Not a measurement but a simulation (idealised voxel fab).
This is a process module. Its name is voxel trench capacitor.
The cross-section on display is named cut; it measures 270 nm wide, and its cells are 5 nm squares.
Bands, listed from the top down, are how a cross-section gets written in this document; the cross-section itself is a grid of square cells, and a band is one or more rows of them. First you get the band's top height and its bottom height, in nm, and then the materials it's made of, left to right, with each width in nm. If you see a single material with "everywhere", that one covers the band edge to edge. "blank" is empty space. Height is counted from the level 0, under which the received wafer is composed throughout of one material. The lowest of the bands is not closed at the bottom but continues downward, in the notation "0 and below". Width: "30..40" (first number = top row, second number = bottom row, same change from row to row of cells). Key: "nothing changed" - step with no changed cell in the cross-section. Entry "Voids, enclosed" = empty spaces >= 8 cells with no open way to the top; each as width x height at distance, distance from left edge, all nm. Formally, on a step line, whatever follows the settings is a remark that the simulator itself makes on the step. "overlay nm" denotes, for a step that has a mask, the displacement of the mask to the right of its planned place, with negative values corresponding to the left.
**plan**
1. RECEIVE: material Si
2. CONFORMAL_DEP: material SiN, thk nm 10
3. MASKED_ETCH: tone open, mask id TRENCH, width nm 30, pitch nm 60, etch materials SiN, depth nm 10, overlay nm 0
4. MASKED_ETCH: tone open, mask id TRENCH, width nm 20, pitch nm 60, etch materials Si, depth nm 40, overlay nm 0
5. CONFORMAL_DEP: material Al2O3, thk nm 5
6. CONFORMAL_DEP: material TiN, thk nm 5
7. FILL_DEP: material W, thk nm 5
8. CMP: height nm 10
Split variable: width nm, step 4. Plan value = first wafer. Wafers start alike.
**Cross-sectional view of the first of several wafers in the as-received condition, corresponding to the state following step 1**
* 0 and below | Si everywhere
* Voids, enclosed: none
**For your reference, the table is organized with a row per wafer; each row reflects the wafer at the end of the module, indicating for each material the cells gained (+) or lost (-) since receipt, and thereafter its closed voids**
width nm 20, +72 Al2O3, -96 Si, +72 SiN, +60 TiN, Voids, enclosed: none
width nm 25, +72 Al2O3, -120 Si, +72 SiN, +60 TiN, +24 W, Voids, enclosed: none
width nm 30, +72 Al2O3, -144 Si, +72 SiN, +60 TiN, +48 W, Voids, enclosed: none
width nm 35, +72 Al2O3, -144 Si, +72 SiN, +60 TiN, +48 W, Voids, enclosed: none
width nm 40, +72 Al2O3, -144 Si, +72 SiN, +60 TiN, +48 W, Voids, enclosed: none
width nm 45, +72 Al2O3, -144 Si, +72 SiN, +60 TiN, +48 W, Voids, enclosed: none
